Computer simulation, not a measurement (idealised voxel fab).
process module | voxel released beams
cross-section cut | 220 nm wide | cells 5 nm
A cross-section is a grid of square cells, given in bands from the top down. A band is one or more rows of cells.
Each band's line starts with the height of the band's top and of its bottom, in nm. Then come its materials from left to right, each with its width in nm. One material with "throughout" fills the band from edge to edge. "air" is empty space.
Height 0 is the level under which the wafer as received is all one material. The lowest band goes on downwards, as in "0 down".
A width such as "30 to 40" changes by the same amount from each row of cells to the next, from the band's top row to its bottom row.
"no change" after a step means that no cell of the cross-section changed.
closed voids: empty space of 8 cells or more with no open way to the top, each as width x height at its distance from the left edge, in nm
after a step's settings: what the simulator itself notes on the step
overlay nm, on a step with a mask: how far to the right of its planned place the mask lay; to the left if negative
plan
1 op RECEIVE | material Si
2 op CONFORMAL_DEP | material SiN | thk nm 10
3 op DIRECTIONAL_DEP | material SiO2 | thk nm 10
4 op MASKED_ETCH | tone open | mask id ANCHOR | width nm 35 | etch materials SiO2 | depth nm 10 | overlay nm 0
5 op CONFORMAL_DEP | material W | thk nm 10
6 op DIRECTIONAL_DEP | material aC | thk nm 15
7 op PATTERN | tone cover | mask id BEAM | material resist | width nm 110 | thk nm 30 | overlay nm 0
8 op DIRECTIONAL_ETCH | etch materials aC | depth nm 15
9 op STRIP | etch materials resist
10 op DIRECTIONAL_ETCH | etch materials W | depth nm 10
11 op STRIP | etch materials aC
12 op STRIP | etch materials SiO2
first wafer, as planned
as received, after step 1
  0 down: Si throughout
  closed voids: none
after step 2
  10 to 0: SiN throughout
  below 0: unchanged
after step 3
  20 to 10: SiO2 throughout
  below 10: unchanged
after step 4
  20 to 10: SiO2 55 | air 35 | SiO2 130
  below 10: unchanged
after step 5
  30 to 20: W 65 | air 15 | W 140
  20 to 10: SiO2 55 | W 35 | SiO2 130
  below 10: unchanged
after step 6
  45 to 35: aC 65 | air 15 | aC 140
  35 to 30: aC throughout
  30 to 20: W 65 | aC 15 | W 140
  below 20: unchanged
after step 7
  75 to 45: air 50 | resist 110 | air 60
  45 to 35: aC 65 | resist 15 | aC 140
  below 35: unchanged
after step 8
  60 to 45: air 50 | resist 110 | air 60
  45 to 35: air 50 | aC 15 | resist 15 | aC 80 | air 60
  35 to 30: air 50 | aC 110 | air 60
  below 30: unchanged
after step 9
  45 to 35: air 50 | aC 15 | air 15 | aC 80 | air 60
  below 35: unchanged
after step 10
  45 to 35: air 50 | aC 15 | air 15 | aC 80 | air 60
  35 to 30: air 50 | aC 110 | air 60
  30 to 20: air 50 | W 15 | aC 15 | W 80 | air 60
  below 20: unchanged
after step 11
  30 to 20: air 50 | W 15 | air 15 | W 80 | air 60
  below 20: unchanged
after step 12
  30 to 20: air 50 | W 15 | air 15 | W 80 | air 60
  20 to 10: air 55 | W 35 | air 130
  below 10: unchanged
second wafer: like start, like plan, one mistake. Through step 1 it matches the first wafer
when step 2 should have ended
  10 to 0: aC throughout
  below 0: unchanged
when step 3 should have ended
  20 to 10: SiO2 throughout
  below 10: unchanged
when step 4 should have ended
  20 to 10: SiO2 55 | air 35 | SiO2 130
  below 10: unchanged
when step 5 should have ended
  30 to 20: W 65 | air 15 | W 140
  20 to 10: SiO2 55 | W 35 | SiO2 130
  below 10: unchanged
when step 6 should have ended
  45 to 35: aC 65 | air 15 | aC 140
  35 to 30: aC throughout
  30 to 20: W 65 | aC 15 | W 140
  below 20: unchanged
when step 7 should have ended
  75 to 45: air 50 | resist 110 | air 60
  45 to 35: aC 65 | resist 15 | aC 140
  below 35: unchanged
when step 8 should have ended
  60 to 45: air 50 | resist 110 | air 60
  45 to 35: air 50 | aC 15 | resist 15 | aC 80 | air 60
  35 to 30: air 50 | aC 110 | air 60
  below 30: unchanged
when step 9 should have ended
  45 to 35: air 50 | aC 15 | air 15 | aC 80 | air 60
  below 35: unchanged
when step 10 should have ended
  45 to 35: air 50 | aC 15 | air 15 | aC 80 | air 60
  35 to 30: air 50 | aC 110 | air 60
  30 to 20: air 50 | W 15 | aC 15 | W 80 | air 60
  below 20: unchanged
when step 11 should have ended
  30 to 20: air 50 | W 15 | air 15 | W 80 | air 60
  below 20: unchanged
when step 12 should have ended
  30 to 20: air 50 | W 15 | air 15 | W 80 | air 60
  20 to 10: air 55 | W 35 | air 130
  below 10: unchanged
what went wrong: step 2 ran as: op CONFORMAL_DEP | material aC | thk nm 10
at the end the second wafer has, in cells: 88 fewer of SiN | 88 more of aC
